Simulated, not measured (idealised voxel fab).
The document below concerns the process module designated voxel self aligned contacts.
Displayed cross-section: cut, width of 215 nm, square cells sized 5 nm.
In what follows, cross-sections appear as grids of square cells, described through bands that run from the top down, where every band is one or more rows of cells. This entry defines a band. It first specifies the height of the band's top and the height of its bottom in nm, and then specifies the band's materials from left to right, stating each material with its width in nm. The word "edge to edge" identifies a single material that fills the band from edge to edge, while the word "empty" identifies empty space. Convention: height 0 is the level below which the wafer, as received, is all one material. The lowest band does not terminate at the bottom but continues downward, represented as "from 0 down". The two numbers in a width such as "30->40" mark its ends across the band: the first belongs to the top row of cells, the second to the bottom row, and from each row to the next the width moves by the same amount. A step reported as "no alteration" is a step in which no cell of the cross-section changed. Basically, "Closed voids list" tells you about the enclosed voids: empty spaces with no open way to the top, 8 cells or bigger, each written width x height at distance, where distance is from the left edge, all in nm. Text after the settings on a step's line: the simulator's own remark on that step. The setting "overlay nm" may be written on the line of a step. When the step uses a mask, the value reports how far to the right of the planned place the mask lay, and a negative value reports that it lay to the left.
## Steps in the process plan
1: RECEIVE,material Si
2: CONFORMAL_DEP,material SiO2,thk nm 5
3: DIRECTIONAL_DEP,material polySi,thk nm 20
4: DIRECTIONAL_DEP,material SiN,thk nm 25
5: MASKED_ETCH,tone cover,mask id GATE,width nm 25,pitch nm 60,etch materials SiN,depth nm 25,overlay nm -15
6: MASKED_ETCH,tone cover,mask id GATE,width nm 25,pitch nm 60,etch materials polySi,depth nm 20,overlay nm 0
7: CONFORMAL_DEP,material SiN,thk nm 10
8: DIRECTIONAL_ETCH,etch materials SiN,depth nm 10
9: FILL_DEP,material SiO2,thk nm 10
10: CMP,height nm 55
11: DIRECTIONAL_DEP,material aC,thk nm 10
12: PATTERN,tone open,mask id CONTACT,material resist,width nm 45,thk nm 30,overlay nm 0
13: DIRECTIONAL_ETCH,etch materials aC,depth nm 10
14: STRIP,etch materials resist
15: DIRECTIONAL_ETCH,etch materials SiO2,depth nm 55
16: STRIP,etch materials aC
17: CONFORMAL_DEP,material TiN,thk nm 5
18: FILL_DEP,material Ru,thk nm 5
19: CMP,height nm 55
20: CONFORMAL_DEP,material SiCN,thk nm 5
It is noted that the wafers described herein are identical at the outset and are distinguished by the overlay nm of step 5; the value stated in the plan corresponds to the first wafer.
## Sectional view: first of several wafers, as received, after step 1
* from 0 down | Si edge to edge
* Closed voids list: none
## What follows is a table in which each wafer occupies a row; for the wafer as it stands at the close of the module, the row states, material by material, how many cells have been gained (+) or lost (-) since receipt, and then gives its closed voids
overlay nm -15 | +5 Ru | +43 SiCN | +122 SiN | +263 SiO2 | +19 TiN | +64 polySi | Closed voids list: none
overlay nm -10 | +5 Ru | +43 SiCN | +122 SiN | +266 SiO2 | +24 TiN | +56 polySi | Closed voids list: none
overlay nm -5 | +5 Ru | +43 SiCN | +122 SiN | +269 SiO2 | +29 TiN | +48 polySi | Closed voids list: none
overlay nm 0 | +10 Ru | +43 SiCN | +122 SiN | +272 SiO2 | +29 TiN | +40 polySi | Closed voids list: none
overlay nm 5 | +5 Ru | +43 SiCN | +122 SiN | +269 SiO2 | +29 TiN | +48 polySi | Closed voids list: none
overlay nm 10 | +5 Ru | +43 SiCN | +122 SiN | +266 SiO2 | +24 TiN | +56 polySi | Closed voids list: none
overlay nm 15 | +5 Ru | +43 SiCN | +122 SiN | +263 SiO2 | +19 TiN | +64 polySi | Closed voids list: none
